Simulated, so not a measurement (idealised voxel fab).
Herein follows the process module entitled voxel released beams.
Each square cell in cross-section cut measures 5 nm, and the section as a whole is 270 nm wide.
Bands, listed from the top down, are how a cross-section gets written in this document; the cross-section itself is a grid of square cells, and a band is one or more rows of them. Basically the band line says how high the top is and how high the bottom is, in nm, and then what's in it from left to right, every material with its width in nm. Empty space shows up as "blank", and if a single material carries "edge to edge" it runs the full band edge to edge. Measure heights from 0. That's the level where, below it, the as-received wafer is all one material. The lowest band is bottomless and extends downward; write it as in "0 nm and below". A width such as "30->40" changes by the same amount from each row of cells to the next, from the band's top row to its bottom row. The designation "remained unchanged", where it is given for a processing step, indicates that no cell of the cross-section was altered in the course of that step. In the "Closed void list" entry, you get each enclosed empty space of 8 cells or more, one with no open way to the top, written width x height at distance, distance from the left edge, in nm. If you see something after the settings on a step's line, that's the simulator's own remark about that step. "overlay nm" answers the question of how far to the right of plan the mask lay on a step that has a mask, and when it is negative the answer is to the left.

[So here's the lineup of process steps we planned]
- 1: RECEIVE [material Si]
- 2: CONFORMAL_DEP [material Al2O3] [thk nm 10]
- 3: DIRECTIONAL_DEP [material SiO2] [thk nm 15]
- 4: PATTERN [tone open] [mask id ANCHOR] [material resist] [width nm 40] [thk nm 15] [overlay nm 0]
- 5: DIRECTIONAL_ETCH [etch materials SiO2] [depth nm 15]
- 6: STRIP [etch materials resist]
- 7: CONFORMAL_DEP [material polySi] [thk nm 15]
- 8: PATTERN [tone cover] [mask id BEAM] [material resist] [width nm 125] [thk nm 20] [overlay nm 0]
- 9: DIRECTIONAL_ETCH [etch materials polySi] [depth nm 15]
- 10: STRIP [etch materials resist]
- 11: STRIP [etch materials SiO2]

[as received, after step 1]
0 nm and below  Si edge to edge
Closed void list: none

[Cross-sectional view of the first of the two wafers upon completion of the module, processed in accordance with the plan]
40 nm to 25 nm  70 of blank | 20 of polySi | 10 of blank | 95 of polySi | 75 of blank
25 nm to 10 nm  75 of blank | 40 of polySi | 155 of blank
10 nm to 0 nm  Al2O3 edge to edge
0 nm and below  Si edge to edge
Closed void list: none

[What the second wafer looks like in cross-section once the module is done. Its start and its plan matched the first wafer's exactly; what differed was one mistake in how it was run]
35 nm to 25 nm  70 of blank | 20 of polySi | 10 of blank | 95 of polySi | 75 of blank
25 nm to 20 nm  70 of blank | 125 of polySi | 75 of blank
20 nm to 10 nm  75 of blank | 40 of polySi | 155 of blank
10 nm to 0 nm  Al2O3 edge to edge
0 nm and below  Si edge to edge
Closed void list: none
The plan and the run diverged here: step 3 off recipe, ran as DIRECTIONAL_DEP [material SiO2] [thk nm 10]
Wrapping up, a cell-based count of both wafers puts the second over or under the first for these materials: polySi -6
